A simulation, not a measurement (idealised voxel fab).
This is a process module. Its name is voxel capacitor over wiring.
Section shown: cut. Width: 155 nm. Cell size: 5 nm, square.
A cross-section in this document is a grid of square cells, and it is written down as bands, the top band listed before the ones below it; a band is made up of one or more rows of cells. What a band's entry tells you: where the top is and where the bottom is, as heights in nm, and after that what lies inside, material by material from left to right, each with its width in nm. Empty space is written as the word "empty", and a single material marked with the word "everywhere" occupies the band from edge to edge. A quick word on heights: they are counted from 0, and under that level the wafer as it came to us is one material throughout. The lowest band is different from the rest in having no bottom; it simply continues downward, written as in "0 and below". The expression "30->40" gives the width at the extremes of the band, the first number at its top row of cells and the second at its bottom row, with the width changing by equal amounts from each row to the next in between. It should be understood that the words "no modification", when stated for a given step, signify that the cross-section underwent no change in any of its cells during that step. Unvented cavities: empty space of 8 cells or more with no open way to the top, each as width x height at its distance from the left edge, in nm. The remark found on a step's line after its settings is issued by the simulator itself and pertains to that step. For masked steps, "overlay nm" on the step line gives how far right of plan the mask actually lay; a minus sign means it lay to the left.

## Set out below are the planned steps of the process
1. RECEIVE (material Si)
2. CONFORMAL_DEP (material SiO2; thk nm 15)
3. CONFORMAL_DEP (material SiCN; thk nm 5)
4. DIRECTIONAL_DEP (material SiO2; thk nm 25)
5. DIRECTIONAL_DEP (material aC; thk nm 10)
6. PATTERN (tone open; mask id METAL_1; material resist; width nm 30; pitch nm 95; thk nm 30; overlay nm 0)
7. DIRECTIONAL_ETCH (etch materials aC; depth nm 10)
8. STRIP (etch materials resist)
9. DIRECTIONAL_ETCH (etch materials SiO2; depth nm 25)
10. DIRECTIONAL_ETCH (etch materials SiCN; depth nm 5)
11. STRIP (etch materials aC)
12. CONFORMAL_DEP (material TiN; thk nm 5)
13. FILL_DEP (material Cu; thk nm 10)
14. CMP (height nm 45)
15. CONFORMAL_DEP (material SiCN; thk nm 5)
16. DIRECTIONAL_DEP (material SiO2; thk nm 10)
17. MASKED_ETCH (tone open; mask id PLUG_1; width nm 15; etch materials SiO2; depth nm 10; overlay nm 0)
18. MASKED_ETCH (tone open; mask id PLUG_1; width nm 15; etch materials SiCN; depth nm 5; overlay nm 0)
19. CONFORMAL_DEP (material TiN; thk nm 5)
20. FILL_DEP (material W; thk nm 10)
21. CMP (height nm 60)
22. DIRECTIONAL_DEP (material TiN; thk nm 10)
23. DIRECTIONAL_DEP (material HfO2; thk nm 5)
24. DIRECTIONAL_DEP (material TiN; thk nm 10)
25. PATTERN (tone cover; mask id UPPER_PLATE; material resist; width nm 70; thk nm 15; overlay nm 0)
26. DIRECTIONAL_ETCH (etch materials TiN; depth nm 10)
27. DIRECTIONAL_ETCH (etch materials HfO2; depth nm 5)
28. STRIP (etch materials resist)
29. DIRECTIONAL_DEP (material aC; thk nm 10)
30. PATTERN (tone cover; mask id LOWER_PLATE; material resist; width nm 80; thk nm 25; overlay nm 0)
31. DIRECTIONAL_ETCH (etch materials aC; depth nm 10)
32. STRIP (etch materials resist)
33. DIRECTIONAL_ETCH (etch materials TiN; depth nm 10)
34. STRIP (etch materials aC)
35. FILL_DEP (material SiO2; thk nm 20)
36. CMP (height nm 100)
37. MASKED_ETCH (tone open; mask id PLUG_2; width nm 15; etch materials SiO2; depth nm 15; overlay nm 0)
38. CONFORMAL_DEP (material TiN; thk nm 5)
39. FILL_DEP (material Ru; thk nm 10)
40. CMP (height nm 100)
41. CONFORMAL_DEP (material SiCN; thk nm 5)

## Incoming wafer in cross-section (state: after step 1)
	0 and below: Si everywhere
	Unvented cavities: none

## Post-module cross-section: identical start and plan to those above, one misstep in execution
	105 down to 100: SiCN everywhere
	100 down to 90: 40 SiO2  5 TiN  5 Ru  5 TiN  100 SiO2
	90 down to 85: 40 SiO2  15 TiN  100 SiO2
	85 down to 75: 30 SiO2  70 TiN  55 SiO2
	75 down to 70: 30 SiO2  70 HfO2  55 SiO2
	70 down to 60: 25 SiO2  80 TiN  50 SiO2
	60 down to 50: 30 SiO2  5 TiN  5 W  5 TiN  110 SiO2
	50 down to 45: 30 SiCN  15 TiN  110 SiCN
	45 down to 40: 15 SiCN  30 TiN  65 SiCN  30 TiN  15 SiCN
	40 down to 0: SiO2 everywhere
	0 and below: Si everywhere
	Unvented cavities: none
Misprocessing identified: mixed up steps 3 and 4 - ran each in the other's place
